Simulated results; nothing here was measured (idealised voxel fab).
process module | voxel capacitor over wiring
Each square cell in cross-section cut measures 5 nm, and the section as a whole is 240 nm wide.
Cross-section format: a grid of square cells, given as bands from top to bottom; each band is one or more rows of cells. Per band: top height and bottom height in nm, followed by the left-to-right materials and their widths in nm; "full width" marks a single material spanning edge to edge, "empty" marks empty space. The reference from which all heights are counted is 0, the level beneath which the as-received wafer is entirely one material; the lowest band, having no lower bound, proceeds downward and is written after the example "0 and below". The two numbers in a width such as "30..40" mark its ends across the band: the first belongs to the top row of cells, the second to the bottom row, and from each row to the next the width moves by the same amount. When a step is marked "all unchanged", none of the cells in the cross-section changed during that step. You'll see "Voids lacking openings" listing empty spaces that have no way open to the top, as long as they're 8 cells or more; the notation is width x height at distance, where the distance is from the left edge, and all of it is in nm. Past the settings on a step's line: simulator remark, on that step. If you see "overlay nm" on a step's line and that step has a mask, it's telling you how far right of where it was planned the mask ended up; a negative number means it went left instead.

The process steps that were planned are listed below:
1: RECEIVE,material Si
2: CONFORMAL_DEP,material SiO2,thk nm 10
3: CONFORMAL_DEP,material SiN,thk nm 5
4: DIRECTIONAL_DEP,material lowk,thk nm 25
5: MASKED_ETCH,tone open,mask id METAL_1,width nm 20,pitch nm 80,etch materials lowk,depth nm 25,overlay nm 0
6: MASKED_ETCH,tone open,mask id METAL_1,width nm 20,pitch nm 80,etch materials SiN,depth nm 5,overlay nm 0
7: CONFORMAL_DEP,material TiN,thk nm 5
8: FILL_DEP,material Cu,thk nm 5
9: CMP,height nm 40
10: EPI,material Ru,thk nm 5
11: FILL_DEP,material SiCN,thk nm 5
12: DIRECTIONAL_DEP,material SiO2,thk nm 10
13: PATTERN,tone open,mask id PLUG_1,material resist,width nm 15,thk nm 15,overlay nm 0
14: DIRECTIONAL_ETCH,etch materials SiO2,depth nm 10
15: DIRECTIONAL_ETCH,etch materials SiCN,depth nm 5
16: STRIP,etch materials resist
17: CONFORMAL_DEP,material TiN,thk nm 5
18: FILL_DEP,material Ru,thk nm 5
19: CMP,height nm 60
20: DIRECTIONAL_DEP,material TiN,thk nm 5
21: DIRECTIONAL_DEP,material HfO2,thk nm 5
22: DIRECTIONAL_DEP,material TiN,thk nm 10
23: MASKED_ETCH,tone cover,mask id UPPER_PLATE,width nm 65,etch materials TiN,depth nm 10,overlay nm 0
24: MASKED_ETCH,tone cover,mask id UPPER_PLATE,width nm 65,etch materials HfO2,depth nm 5,overlay nm 0
25: MASKED_ETCH,tone cover,mask id LOWER_PLATE,width nm 75,etch materials TiN,depth nm 5,overlay nm 0
26: FILL_DEP,material SiO2,thk nm 20
27: CMP,height nm 95
28: PATTERN,tone open,mask id PLUG_2,material resist,width nm 15,thk nm 20,overlay nm 0
29: DIRECTIONAL_ETCH,etch materials SiO2,depth nm 15
30: STRIP,etch materials resist
31: CONFORMAL_DEP,material TiN,thk nm 5
32: FILL_DEP,material Cu,thk nm 5
33: CMP,height nm 95
34: CONFORMAL_DEP,material SiCN,thk nm 5

Received-state cross-section, reflecting completion of step 1:
* 0 and below  Si full width
* Voids lacking openings: none

Cross-section: first of two wafers, module finished, run according to plan:
* 100 down to 95  SiCN full width
* 95 down to 85  SiO2=85, TiN=5, Cu=5, TiN=5, SiO2=140
* 85 down to 80  SiO2=85, TiN=15, SiO2=140
* 80 down to 70  SiO2=75, TiN=65, SiO2=100
* 70 down to 65  SiO2=75, HfO2=65, SiO2=100
* 65 down to 60  SiO2=70, TiN=75, SiO2=95
* 60 down to 50  SiO2=75, TiN=5, Ru=5, TiN=5, SiO2=150
* 50 down to 45  SiCN=75, TiN=15, SiCN=150
* 45 down to 40  SiCN=65, Ru=30, SiCN=50, Ru=30, SiCN=65
* 40 down to 15  lowk=70, TiN=5, Cu=10, TiN=5, lowk=60, TiN=5, Cu=10, TiN=5, lowk=70
* 15 down to 10  SiN=70, TiN=20, SiN=60, TiN=20, SiN=70
* 10 down to 0  SiO2 full width
* 0 and below  Si full width
* Voids lacking openings: none

Second wafer through the module, sectioned at the end: same beginning and same plan as the first wafer, with one mistake in carrying it out:
* 100 down to 95  SiCN full width
* 95 down to 85  SiO2=85, TiN=5, Cu=5, TiN=5, SiO2=140
* 85 down to 80  SiO2=85, TiN=15, SiO2=140
* 80 down to 75  SiO2=70, TiN=5, SiO2=65, TiN=5, SiO2=95
* 75 down to 70  TiN=75, SiO2=65, TiN=100
* 70 down to 65  HfO2 full width
* 65 down to 60  TiN full width
* 60 down to 50  SiO2=75, TiN=5, Ru=5, TiN=5, SiO2=150
* 50 down to 45  SiCN=75, TiN=15, SiCN=150
* 45 down to 40  SiCN=65, Ru=30, SiCN=50, Ru=30, SiCN=65
* 40 down to 15  lowk=70, TiN=5, Cu=10, TiN=5, lowk=60, TiN=5, Cu=10, TiN=5, lowk=70
* 15 down to 10  SiN=70, TiN=20, SiN=60, TiN=20, SiN=70
* 10 down to 0  SiO2 full width
* 0 and below  Si full width
* Voids lacking openings: none
Which mistake was made when the wafer was run? heads up, step 23 didn't go per plan, it actually ran as MASKED_ETCH,tone open,mask id UPPER_PLATE,width nm 65,etch materials TiN,depth nm 10,overlay nm 0
Wrapping up, a cell-based count of both wafers puts the second over or under the first for these materials: 35 more of HfO2 | 79 fewer of SiO2 | 44 more of TiN
